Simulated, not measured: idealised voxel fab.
Herein follows the process module entitled voxel wiring stack.
Each square cell in cross-section cut measures 5 nm, and the section as a whole is 155 nm wide.
Each cross-section below is a grid of square cells, stated as bands in top-down order, with one or more rows of cells making up each band.
The entry gives the band's vertical extent as a top height and a bottom height in nm, then its horizontal make-up as materials from left to right, each with a width in nm. "air" stands for empty space; a single material marked "everywhere" fills the band edge to edge.
All heights in this document are referenced to 0, defined as the level beneath which the wafer, as received, consists entirely of one material. The lowest band is not bounded below; it extends indefinitely downward and is written in the form "z 0 and below".
Width: "30..40" (first number = top row, second number = bottom row, same change from row to row of cells).
Where the words "remained the same" appear for a step, the cross-section shows no cell changed by that step; every cell remained as before.
In the "Trapped voids" entry, you get each enclosed empty space of 8 cells or more, one with no open way to the top, written width x height at distance, distance from the left edge, in nm.
Post-settings text on a step line: simulator's own remark regarding the step.
A step's line can hold "overlay nm"; with a mask on that step, the setting says how far right of the planned place the mask lay, while a negative setting says it lay to the left.

So here's the lineup of process steps we planned:
1 op RECEIVE | material Si
2 op CONFORMAL_DEP | material SiO2 | thk nm 10
3 op DIRECTIONAL_DEP | material TiN | thk nm 5
4 op DIRECTIONAL_DEP | material Ru | thk nm 25
5 op DIRECTIONAL_DEP | material aC | thk nm 15
6 op PATTERN | tone cover | mask id METAL_1 | material resist | width nm 20 | pitch nm 50 | thk nm 35 | overlay nm 0
7 op DIRECTIONAL_ETCH | etch materials aC | depth nm 15
8 op STRIP | etch materials resist
9 op DIRECTIONAL_ETCH | etch materials Ru | depth nm 25
10 op DIRECTIONAL_ETCH | etch materials TiN | depth nm 5
11 op STRIP | etch materials aC
12 op CONFORMAL_DEP | material SiCN | thk nm 5
13 op FILL_DEP | material SiO2 | thk nm 10
14 op CMP | height nm 40
15 op CONFORMAL_DEP | material SiCN | thk nm 5
16 op DIRECTIONAL_DEP | material SiO2 | thk nm 30
17 op MASKED_ETCH | tone open | mask id METAL_2 | width nm 20 | pitch nm 50 | etch materials SiO2 | depth nm 20 | overlay nm 0
18 op PATTERN | tone open | mask id METAL_2_HOLES | material resist | width nm 15 | pitch nm 100 | thk nm 20 | overlay nm 0
19 op DIRECTIONAL_ETCH | etch materials SiO2 | depth nm 10
20 op DIRECTIONAL_ETCH | etch materials SiCN | depth nm 5
21 op STRIP | etch materials resist
22 op CONFORMAL_DEP | material TiN | thk nm 5
23 op FILL_DEP | material Cu | thk nm 10
24 op CMP | height nm 75
25 op CONFORMAL_DEP | material SiCN | thk nm 5

Received-state cross-section, reflecting completion of step 1:
    z 0 and below = Si everywhere
    Trapped voids: none

Same starting wafer, same plan as above, one mistake in the execution; this is the cross-section at the end of the module:
    z 80 to 75 = SiCN everywhere
    z 75 to 60 = SiO2: 15 | TiN: 5 | Cu: 10 | TiN: 5 | SiO2: 30 | TiN: 5 | Cu: 10 | TiN: 5 | SiO2: 30 | TiN: 5 | Cu: 10 | TiN: 5 | SiO2: 20
    z 60 to 55 = SiO2: 15 | TiN: 5 | Cu: 5 | TiN: 10 | SiO2: 30 | TiN: 20 | SiO2: 30 | TiN: 5 | Cu: 5 | TiN: 10 | SiO2: 20
    z 55 to 45 = SiO2: 15 | TiN: 5 | Cu: 5 | TiN: 5 | SiO2: 85 | TiN: 5 | Cu: 5 | TiN: 5 | SiO2: 25
    z 45 to 40 = SiCN: 15 | TiN: 15 | SiCN: 85 | TiN: 15 | SiCN: 25
    z 40 to 15 = Ru: 10 | SiCN: 5 | Ru: 20 | SiCN: 5 | Ru: 20 | SiCN: 5 | Ru: 20 | SiCN: 5 | Ru: 20 | SiCN: 5 | Ru: 20 | SiCN: 5 | Ru: 15
    z 15 to 10 = SiCN: 15 | TiN: 20 | SiCN: 30 | TiN: 20 | SiCN: 30 | TiN: 20 | SiCN: 20
    z 10 to 0 = SiO2 everywhere
    z 0 and below = Si everywhere
    Trapped voids: none
In executing the process, a mistake was made relative to the plan: step 13 deviated from plan and actually ran as op FILL_DEP | material Ru | thk nm 10
